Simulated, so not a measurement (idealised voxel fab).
The process module presented herein is designated voxel trench capacitor.
Section cut is 300 nm wide and gridded with 5 nm square cells.
Throughout this document, each cross-section is represented as a grid of square cells and is presented as a sequence of bands enumerated from the top downward, where a band comprises one or more rows of cells. Look at the band entry: it leads with the top's height and the bottom's height in nm. Then it lists the materials left to right, with a width in nm for each. The word "everywhere" on a single material says that material fills the band edge to edge. The word "blank" is empty space. Heights are reckoned from 0. Under this level, the received wafer is all of one material. The bottommost band is open-ended downward, for example "0 and below". Top row gets the first number, bottom row gets the second, and each row in between changes by the same step: that is how a band width like "30->40" works. Step marked "all unchanged"? Then no cell in the cross-section changed in it. "Closed void roster" means: voids of 8 cells or more that are shut off from the top with no open way through. Written width x height at distance, distance from the left edge, in nm. Step line, after settings: the simulator's comment on this step. Each step line may optionally specify "overlay nm", which for a step with a mask gives the rightward distance between the mask's planned place and where it lay, a negative value indicating the leftward direction.

Process steps - plan
1) RECEIVE,material Si
2) CONFORMAL_DEP,material SiN,thk nm 10
3) PATTERN,tone open,mask id TRENCH,material resist,width nm 15,pitch nm 40,thk nm 20,overlay nm 0
4) DIRECTIONAL_ETCH,etch materials SiN,depth nm 10
5) DIRECTIONAL_ETCH,etch materials Si,depth nm 25
6) STRIP,etch materials resist
7) CONFORMAL_DEP,material Al2O3,thk nm 5
8) FILL_DEP,material polySi,thk nm 5
9) CMP,height nm 10

Delivered wafer in cross-section: state after step 1
0 and below | Si everywhere
Closed void roster: none

The following cross-section depicts the wafer upon conclusion of the module. Processing commenced from the starting condition illustrated above and adhered to the plan illustrated above, save for one mistake in execution
10 down to 0 | SiN (80), Al2O3 (5), polySi (5), Al2O3 (5), SiN (25), Al2O3 (5), polySi (5), Al2O3 (5), SiN (25), Al2O3 (5), polySi (5), Al2O3 (5), SiN (25), Al2O3 (5), polySi (5), Al2O3 (5), SiN (85)
0 down to -45 | Si (80), Al2O3 (5), polySi (5), Al2O3 (5), Si (25), Al2O3 (5), polySi (5), Al2O3 (5), Si (25), Al2O3 (5), polySi (5), Al2O3 (5), Si (25), Al2O3 (5), polySi (5), Al2O3 (5), Si (85)
-45 down to -50 | Si (80), Al2O3 (15), Si (25), Al2O3 (15), Si (25), Al2O3 (15), Si (25), Al2O3 (15), Si (85)
-50 and below | Si everywhere
Closed void roster: none
Error vs. plan: execution of plan step 5 occurred twice
